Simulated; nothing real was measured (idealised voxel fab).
process module | voxel wiring stack
cross-section cut | 145 nm wide | cells 5 nm
A cross-section is a grid of square cells, given in bands from the top down. A band is one or more rows of cells.
Each band's line starts with the height of the band's top and of its bottom, in nm. Then come its materials from left to right, each with its width in nm. One material with "throughout" fills the band from edge to edge. "air" is empty space.
Height 0 is the level under which the wafer as received is all one material. The lowest band goes on downwards, as in "0 down".
A width such as "30 to 40" changes by the same amount from each row of cells to the next, from the band's top row to its bottom row.
"no change" after a step means that no cell of the cross-section changed.
closed voids: empty space of 8 cells or more with no open way to the top, each as width x height at its distance from the left edge, in nm
after a step's settings: what the simulator itself notes on the step
overlay nm, on a step with a mask: how far to the right of its planned place the mask lay; to the left if negative
plan
1 op RECEIVE | material Si
2 op CONFORMAL_DEP | material SiO2 | thk nm 10
3 op DIRECTIONAL_DEP | material TiN | thk nm 5
4 op DIRECTIONAL_DEP | material Ru | thk nm 20
5 op PATTERN | tone cover | mask id METAL_1 | material resist | width nm 30 | pitch nm 55 | thk nm 20 | overlay nm 0
6 op DIRECTIONAL_ETCH | etch materials Ru | depth nm 20
7 op DIRECTIONAL_ETCH | etch materials TiN | depth nm 5
8 op STRIP | etch materials resist
9 op CONFORMAL_DEP | material SiCN | thk nm 5
10 op FILL_DEP | material SiO2 | thk nm 10
11 op CMP | height nm 35
12 op CONFORMAL_DEP | material SiCN | thk nm 5
13 op DIRECTIONAL_DEP | material SiO2 | thk nm 10
14 op MASKED_ETCH | tone open | mask id PLUG_1 | width nm 15 | etch materials SiO2 | depth nm 10 | overlay nm 0
15 op MASKED_ETCH | tone open | mask id PLUG_1 | width nm 15 | etch materials SiCN | depth nm 5 | overlay nm 0
16 op CONFORMAL_DEP | material TiN | thk nm 5
17 op FILL_DEP | material W | thk nm 10
18 op CMP | height nm 50
19 op CONFORMAL_DEP | material SiCN | thk nm 5
20 op DIRECTIONAL_DEP | material lowk | thk nm 20
21 op DIRECTIONAL_DEP | material aC | thk nm 10
22 op PATTERN | tone open | mask id METAL_2 | material resist | width nm 30 | pitch nm 55 | thk nm 30 | overlay nm 0
23 op DIRECTIONAL_ETCH | etch materials aC | depth nm 10
24 op STRIP | etch materials resist
25 op DIRECTIONAL_ETCH | etch materials lowk | depth nm 20
26 op DIRECTIONAL_ETCH | etch materials SiCN | depth nm 5
27 op STRIP | etch materials aC
28 op CONFORMAL_DEP | material TiN | thk nm 5
29 op FILL_DEP | material Cu | thk nm 5
30 op CMP | height nm 75
31 op CONFORMAL_DEP | material SiCN | thk nm 5
32 op DIRECTIONAL_DEP | material SiO2 | thk nm 20
33 op DIRECTIONAL_DEP | material aC | thk nm 10
34 op PATTERN | tone open | mask id PLUG_2 | material resist | width nm 15 | pitch nm 55 | thk nm 30 | overlay nm 0
35 op DIRECTIONAL_ETCH | etch materials aC | depth nm 10
36 op STRIP | etch materials resist
37 op DIRECTIONAL_ETCH | etch materials SiO2 | depth nm 20
38 op DIRECTIONAL_ETCH | etch materials SiCN | depth nm 5
39 op STRIP | etch materials aC
40 op CONFORMAL_DEP | material TiN | thk nm 5
41 op FILL_DEP | material W | thk nm 10
42 op CMP | height nm 100
43 op DIRECTIONAL_DEP | material TiN | thk nm 5
44 op DIRECTIONAL_DEP | material Ru | thk nm 25
45 op MASKED_ETCH | tone cover | mask id METAL_3 | width nm 30 | pitch nm 55 | etch materials Ru | depth nm 25 | overlay nm 0
46 op MASKED_ETCH | tone cover | mask id METAL_3 | width nm 30 | pitch nm 55 | etch materials TiN | depth nm 5 | overlay nm 0
47 op FILL_DEP | material SiO2 | thk nm 10
48 op CMP | height nm 130
49 op CONFORMAL_DEP | material SiN | thk nm 5
first wafer, as planned
as received, after step 1
  0 down: Si throughout
  closed voids: none
after step 2
  10 to 0: SiO2 throughout
  below 0: unchanged
after step 3
  15 to 10: TiN throughout
  below 10: unchanged
after step 4
  35 to 15: Ru throughout
  below 15: unchanged
after step 5
  55 to 35: air 30 | resist 30 | air 25 | resist 30 | air 30
  below 35: unchanged
after step 6
  55 to 35: air 30 | resist 30 | air 25 | resist 30 | air 30
  35 to 15: air 30 | Ru 30 | air 25 | Ru 30 | air 30
  below 15: unchanged
after step 7
  55 to 35: air 30 | resist 30 | air 25 | resist 30 | air 30
  35 to 15: air 30 | Ru 30 | air 25 | Ru 30 | air 30
  15 to 10: air 30 | TiN 30 | air 25 | TiN 30 | air 30
  below 10: unchanged
after step 8
  35 to 15: air 30 | Ru 30 | air 25 | Ru 30 | air 30
  below 15: unchanged
after step 9
  40 to 35: air 25 | SiCN 40 | air 15 | SiCN 40 | air 25
  35 to 15: air 25 | SiCN 5 | Ru 30 | SiCN 5 | air 15 | SiCN 5 | Ru 30 | SiCN 5 | air 25
  15 to 10: SiCN 30 | TiN 30 | SiCN 25 | TiN 30 | SiCN 30
  below 10: unchanged
after step 10
  50 to 40: SiO2 throughout
  40 to 35: SiO2 25 | SiCN 40 | SiO2 15 | SiCN 40 | SiO2 25
  35 to 15: SiO2 25 | SiCN 5 | Ru 30 | SiCN 5 | SiO2 15 | SiCN 5 | Ru 30 | SiCN 5 | SiO2 25
  below 15: unchanged
after step 11
  35 to 15: SiO2 25 | SiCN 5 | Ru 30 | SiCN 5 | SiO2 15 | SiCN 5 | Ru 30 | SiCN 5 | SiO2 25
  below 15: unchanged
after step 12
  40 to 35: SiCN throughout
  below 35: unchanged
after step 13
  50 to 40: SiO2 throughout
  below 40: unchanged
after step 14
  50 to 40: SiO2 30 | air 15 | SiO2 100
  below 40: unchanged
after step 15
  50 to 40: SiO2 30 | air 15 | SiO2 100
  40 to 35: SiCN 30 | air 15 | SiCN 100
  below 35: unchanged
after step 16
  55 to 50: TiN 35 | air 5 | TiN 105
  50 to 40: SiO2 30 | TiN 5 | air 5 | TiN 5 | SiO2 100
  40 to 35: SiCN 30 | TiN 15 | SiCN 100
  below 35: unchanged
after step 17
  65 to 55: W throughout
  55 to 50: TiN 35 | W 5 | TiN 105
  50 to 40: SiO2 30 | TiN 5 | W 5 | TiN 5 | SiO2 100
  below 40: unchanged
after step 18
  50 to 40: SiO2 30 | TiN 5 | W 5 | TiN 5 | SiO2 100
  below 40: unchanged
after step 19
  55 to 50: SiCN throughout
  below 50: unchanged
after step 20
  75 to 55: lowk throughout
  below 55: unchanged
after step 21
  85 to 75: aC throughout
  below 75: unchanged
after step 22
  115 to 85: resist 30 | air 30 | resist 25 | air 30 | resist 30
  below 85: unchanged
after step 23
  105 to 85: resist 30 | air 30 | resist 25 | air 30 | resist 30
  85 to 75: aC 30 | air 30 | aC 25 | air 30 | aC 30
  below 75: unchanged
after step 24
  85 to 75: aC 30 | air 30 | aC 25 | air 30 | aC 30
  below 75: unchanged
after step 25
  85 to 75: aC 30 | air 30 | aC 25 | air 30 | aC 30
  75 to 55: lowk 30 | air 30 | lowk 25 | air 30 | lowk 30
  below 55: unchanged
after step 26
  85 to 75: aC 30 | air 30 | aC 25 | air 30 | aC 30
  75 to 55: lowk 30 | air 30 | lowk 25 | air 30 | lowk 30
  55 to 50: SiCN 30 | air 30 | SiCN 25 | air 30 | SiCN 30
  below 50: unchanged
after step 27
  75 to 55: lowk 30 | air 30 | lowk 25 | air 30 | lowk 30
  below 55: unchanged
after step 28
  80 to 75: TiN 35 | air 20 | TiN 35 | air 20 | TiN 35
  75 to 55: lowk 30 | TiN 5 | air 20 | TiN 5 | lowk 25 | TiN 5 | air 20 | TiN 5 | lowk 30
  55 to 50: SiCN 30 | TiN 30 | SiCN 25 | TiN 30 | SiCN 30
  below 50: unchanged
after step 29
  85 to 80: Cu throughout
  80 to 75: TiN 35 | Cu 20 | TiN 35 | Cu 20 | TiN 35
  75 to 55: lowk 30 | TiN 5 | Cu 20 | TiN 5 | lowk 25 | TiN 5 | Cu 20 | TiN 5 | lowk 30
  below 55: unchanged
after step 30
  75 to 55: lowk 30 | TiN 5 | Cu 20 | TiN 5 | lowk 25 | TiN 5 | Cu 20 | TiN 5 | lowk 30
  below 55: unchanged
after step 31
  80 to 75: SiCN throughout
  below 75: unchanged
after step 32
  100 to 80: SiO2 throughout
  below 80: unchanged
after step 33
  110 to 100: aC throughout
  below 100: unchanged
after step 34
  140 to 110: resist 30 | air 15 | resist 40 | air 15 | resist 45
  below 110: unchanged
after step 35
  130 to 110: resist 30 | air 15 | resist 40 | air 15 | resist 45
  110 to 100: aC 30 | air 15 | aC 40 | air 15 | aC 45
  below 100: unchanged
after step 36
  110 to 100: aC 30 | air 15 | aC 40 | air 15 | aC 45
  below 100: unchanged
after step 37
  110 to 100: aC 30 | air 15 | aC 40 | air 15 | aC 45
  100 to 80: SiO2 30 | air 15 | SiO2 40 | air 15 | SiO2 45
  below 80: unchanged
after step 38
  110 to 100: aC 30 | air 15 | aC 40 | air 15 | aC 45
  100 to 80: SiO2 30 | air 15 | SiO2 40 | air 15 | SiO2 45
  80 to 75: SiCN 30 | air 15 | SiCN 40 | air 15 | SiCN 45
  below 75: unchanged
after step 39
  100 to 80: SiO2 30 | air 15 | SiO2 40 | air 15 | SiO2 45
  below 80: unchanged
after step 40
  105 to 100: TiN 35 | air 5 | TiN 50 | air 5 | TiN 50
  100 to 80: SiO2 30 | TiN 5 | air 5 | TiN 5 | SiO2 40 | TiN 5 | air 5 | TiN 5 | SiO2 45
  80 to 75: SiCN 30 | TiN 15 | SiCN 40 | TiN 15 | SiCN 45
  below 75: unchanged
after step 41
  115 to 105: W throughout
  105 to 100: TiN 35 | W 5 | TiN 50 | W 5 | TiN 50
  100 to 80: SiO2 30 | TiN 5 | W 5 | TiN 5 | SiO2 40 | TiN 5 | W 5 | TiN 5 | SiO2 45
  below 80: unchanged
after step 42
  100 to 80: SiO2 30 | TiN 5 | W 5 | TiN 5 | SiO2 40 | TiN 5 | W 5 | TiN 5 | SiO2 45
  below 80: unchanged
after step 43
  105 to 100: TiN throughout
  below 100: unchanged
after step 44
  130 to 105: Ru throughout
  below 105: unchanged
after step 45
  130 to 105: air 30 | Ru 30 | air 25 | Ru 30 | air 30
  below 105: unchanged
after step 46
  130 to 105: air 30 | Ru 30 | air 25 | Ru 30 | air 30
  105 to 100: air 30 | TiN 30 | air 25 | TiN 30 | air 30
  below 100: unchanged
after step 47
  140 to 130: SiO2 throughout
  130 to 105: SiO2 30 | Ru 30 | SiO2 25 | Ru 30 | SiO2 30
  105 to 100: SiO2 30 | TiN 30 | SiO2 25 | TiN 30 | SiO2 30
  below 100: unchanged
after step 48
  130 to 105: SiO2 30 | Ru 30 | SiO2 25 | Ru 30 | SiO2 30
  below 105: unchanged
after step 49
  135 to 130: SiN throughout
  below 130: unchanged
second wafer: like start, like plan, one mistake. Through step 9 it matches the first wafer
when step 10 should have ended
  50 to 35: SiCN throughout
  35 to 15: SiCN 30 | Ru 30 | SiCN 25 | Ru 30 | SiCN 30
  below 15: unchanged
when step 11 should have ended
  35 to 15: SiCN 30 | Ru 30 | SiCN 25 | Ru 30 | SiCN 30
  below 15: unchanged
when step 12 should have ended
  40 to 35: SiCN throughout
  below 35: unchanged
when step 13 should have ended
  50 to 40: SiO2 throughout
  below 40: unchanged
when step 14 should have ended
  50 to 40: SiO2 30 | air 15 | SiO2 100
  below 40: unchanged
when step 15 should have ended
  50 to 40: SiO2 30 | air 15 | SiO2 100
  40 to 35: SiCN 30 | air 15 | SiCN 100
  below 35: unchanged
when step 16 should have ended
  55 to 50: TiN 35 | air 5 | TiN 105
  50 to 40: SiO2 30 | TiN 5 | air 5 | TiN 5 | SiO2 100
  40 to 35: SiCN 30 | TiN 15 | SiCN 100
  below 35: unchanged
when step 17 should have ended
  65 to 55: W throughout
  55 to 50: TiN 35 | W 5 | TiN 105
  50 to 40: SiO2 30 | TiN 5 | W 5 | TiN 5 | SiO2 100
  below 40: unchanged
when step 18 should have ended
  50 to 40: SiO2 30 | TiN 5 | W 5 | TiN 5 | SiO2 100
  below 40: unchanged
when step 19 should have ended
  55 to 50: SiCN throughout
  below 50: unchanged
when step 20 should have ended
  75 to 55: lowk throughout
  below 55: unchanged
when step 21 should have ended
  85 to 75: aC throughout
  below 75: unchanged
when step 22 should have ended
  115 to 85: resist 30 | air 30 | resist 25 | air 30 | resist 30
  below 85: unchanged
when step 23 should have ended
  105 to 85: resist 30 | air 30 | resist 25 | air 30 | resist 30
  85 to 75: aC 30 | air 30 | aC 25 | air 30 | aC 30
  below 75: unchanged
when step 24 should have ended
  85 to 75: aC 30 | air 30 | aC 25 | air 30 | aC 30
  below 75: unchanged
when step 25 should have ended
  85 to 75: aC 30 | air 30 | aC 25 | air 30 | aC 30
  75 to 55: lowk 30 | air 30 | lowk 25 | air 30 | lowk 30
  below 55: unchanged
when step 26 should have ended
  85 to 75: aC 30 | air 30 | aC 25 | air 30 | aC 30
  75 to 55: lowk 30 | air 30 | lowk 25 | air 30 | lowk 30
  55 to 50: SiCN 30 | air 30 | SiCN 25 | air 30 | SiCN 30
  below 50: unchanged
when step 27 should have ended
  75 to 55: lowk 30 | air 30 | lowk 25 | air 30 | lowk 30
  below 55: unchanged
when step 28 should have ended
  80 to 75: TiN 35 | air 20 | TiN 35 | air 20 | TiN 35
  75 to 55: lowk 30 | TiN 5 | air 20 | TiN 5 | lowk 25 | TiN 5 | air 20 | TiN 5 | lowk 30
  55 to 50: SiCN 30 | TiN 30 | SiCN 25 | TiN 30 | SiCN 30
  below 50: unchanged
when step 29 should have ended
  85 to 80: Cu throughout
  80 to 75: TiN 35 | Cu 20 | TiN 35 | Cu 20 | TiN 35
  75 to 55: lowk 30 | TiN 5 | Cu 20 | TiN 5 | lowk 25 | TiN 5 | Cu 20 | TiN 5 | lowk 30
  below 55: unchanged
when step 30 should have ended
  75 to 55: lowk 30 | TiN 5 | Cu 20 | TiN 5 | lowk 25 | TiN 5 | Cu 20 | TiN 5 | lowk 30
  below 55: unchanged
when step 31 should have ended
  80 to 75: SiCN throughout
  below 75: unchanged
when step 32 should have ended
  100 to 80: SiO2 throughout
  below 80: unchanged
when step 33 should have ended
  110 to 100: aC throughout
  below 100: unchanged
when step 34 should have ended
  140 to 110: resist 30 | air 15 | resist 40 | air 15 | resist 45
  below 110: unchanged
when step 35 should have ended
  130 to 110: resist 30 | air 15 | resist 40 | air 15 | resist 45
  110 to 100: aC 30 | air 15 | aC 40 | air 15 | aC 45
  below 100: unchanged
when step 36 should have ended
  110 to 100: aC 30 | air 15 | aC 40 | air 15 | aC 45
  below 100: unchanged
when step 37 should have ended
  110 to 100: aC 30 | air 15 | aC 40 | air 15 | aC 45
  100 to 80: SiO2 30 | air 15 | SiO2 40 | air 15 | SiO2 45
  below 80: unchanged
when step 38 should have ended
  110 to 100: aC 30 | air 15 | aC 40 | air 15 | aC 45
  100 to 80: SiO2 30 | air 15 | SiO2 40 | air 15 | SiO2 45
  80 to 75: SiCN 30 | air 15 | SiCN 40 | air 15 | SiCN 45
  below 75: unchanged
when step 39 should have ended
  100 to 80: SiO2 30 | air 15 | SiO2 40 | air 15 | SiO2 45
  below 80: unchanged
when step 40 should have ended
  105 to 100: TiN 35 | air 5 | TiN 50 | air 5 | TiN 50
  100 to 80: SiO2 30 | TiN 5 | air 5 | TiN 5 | SiO2 40 | TiN 5 | air 5 | TiN 5 | SiO2 45
  80 to 75: SiCN 30 | TiN 15 | SiCN 40 | TiN 15 | SiCN 45
  below 75: unchanged
when step 41 should have ended
  115 to 105: W throughout
  105 to 100: TiN 35 | W 5 | TiN 50 | W 5 | TiN 50
  100 to 80: SiO2 30 | TiN 5 | W 5 | TiN 5 | SiO2 40 | TiN 5 | W 5 | TiN 5 | SiO2 45
  below 80: unchanged
when step 42 should have ended
  100 to 80: SiO2 30 | TiN 5 | W 5 | TiN 5 | SiO2 40 | TiN 5 | W 5 | TiN 5 | SiO2 45
  below 80: unchanged
when step 43 should have ended
  105 to 100: TiN throughout
  below 100: unchanged
when step 44 should have ended
  130 to 105: Ru throughout
  below 105: unchanged
when step 45 should have ended
  130 to 105: air 30 | Ru 30 | air 25 | Ru 30 | air 30
  below 105: unchanged
when step 46 should have ended
  130 to 105: air 30 | Ru 30 | air 25 | Ru 30 | air 30
  105 to 100: air 30 | TiN 30 | air 25 | TiN 30 | air 30
  below 100: unchanged
when step 47 should have ended
  140 to 130: SiO2 throughout
  130 to 105: SiO2 30 | Ru 30 | SiO2 25 | Ru 30 | SiO2 30
  105 to 100: SiO2 30 | TiN 30 | SiO2 25 | TiN 30 | SiO2 30
  below 100: unchanged
when step 48 should have ended
  130 to 105: SiO2 30 | Ru 30 | SiO2 25 | Ru 30 | SiO2 30
  below 105: unchanged
when step 49 should have ended
  135 to 130: SiN throughout
  below 130: unchanged
what went wrong: step 10 ran as: op FILL_DEP | material SiCN | thk nm 10
at the end the second wafer has, in cells: 52 more of SiCN | 52 fewer of SiO2
